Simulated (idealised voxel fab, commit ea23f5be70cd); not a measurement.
Documented hereafter: the process module known as voxel tone inversion.
Xsec cut, 250 nm wide, square cell size 5 nm.
Cross-section = grid of square cells, listed top down in bands; band = one or more rows. For a band, the entry starts with two heights in nm, that of the top and then that of the bottom, and carries on with the band's materials in order from left to right, each alongside its width in nm; the word "everywhere" beside a single material means it fills the band edge to edge, and "air" means empty space. Height datum 0, below which the as-received substrate wafer is one material. Lowest band open at the bottom, running downward: "0 nm and below". A two-number width, for instance "30..40", indicates that the width is equal to the first number in the top row of the band and to the second number in the bottom row, and that it changes by a constant amount per row of cells. Any step labelled "everything unchanged" changed none of the cells in the cross-section. Look at "Sealed internal voids" for the closed voids: empty spaces with no open path to the top, sized 8 cells or up. Each is width x height at distance, distance from the left edge, all nm. Step line, after settings: the simulator's comment on this step. For masked steps, "overlay nm" on the step line gives how far right of plan the mask actually lay; a minus sign means it lay to the left.
PROCESS STEPS - PLAN
| 1 | RECEIVE: material Si |
| 2 | CONFORMAL_DEP: material SiCN, thk nm 5 |
| 3 | DIRECTIONAL_DEP: material polySi, thk nm 20 |
| 4 | PATTERN: tone cover, mask id POSTS, material resist, width nm 25, pitch nm 50, thk nm 25, overlay nm 0 |
| 5 | DIRECTIONAL_ETCH: etch materials polySi, depth nm 20 |
| 6 | STRIP: etch materials resist |
| 7 | FILL_DEP: material lowk, thk nm 5 |
| 8 | CMP: height nm 25 |
| 9 | STRIP: etch materials polySi |
| 10 | CONFORMAL_DEP: material TiN, thk nm 5 |
| 11 | FILL_DEP: material Ru, thk nm 5 |
| 12 | CMP: height nm 25 |
| 13 | CONFORMAL_DEP: material SiCN, thk nm 5 |
AS RECEIVED (POST STEP 1): CROSS-SECTION
- 0 nm and below | Si everywhere
- Sealed internal voids: none
POST-MODULE CROSS-SECTION OF THE FIRST OF TWO WAFERS (RUN PER PLAN)
- 30 nm to 25 nm | SiCN everywhere
- 25 nm to 10 nm | lowk: 85  TiN: 5  Ru: 15  TiN: 5  lowk: 25  TiN: 5  Ru: 15  TiN: 5  lowk: 90
- 10 nm to 5 nm | lowk: 85  TiN: 25  lowk: 25  TiN: 25  lowk: 90
- 5 nm to 0 nm | SiCN everywhere
- 0 nm and below | Si everywhere
- Sealed internal voids: none
THE SECOND WAFER, SHOWN IN CROSS-SECTION AFTER THE MODULE: STARTED THE SAME WAY AS THE FIRST AND GIVEN THE SAME PLAN, YET ONE MISTAKE CREPT INTO HOW IT WAS RUN
- 30 nm to 25 nm | SiCN everywhere
- 25 nm to 10 nm | lowk: 80  TiN: 5  Ru: 15  TiN: 5  lowk: 25  TiN: 5  Ru: 15  TiN: 5  lowk: 95
- 10 nm to 5 nm | lowk: 80  TiN: 25  lowk: 25  TiN: 25  lowk: 95
- 5 nm to 0 nm | SiCN everywhere
- 0 nm and below | Si everywhere
- Sealed internal voids: none
Which mistake was made when the wafer was run? contrary to plan, step 4 was performed as PATTERN: tone cover, mask id POSTS, material resist, width nm 25, pitch nm 50, thk nm 25, overlay nm -5
End check, second vs first wafer: material counts in cells match, positions do not.
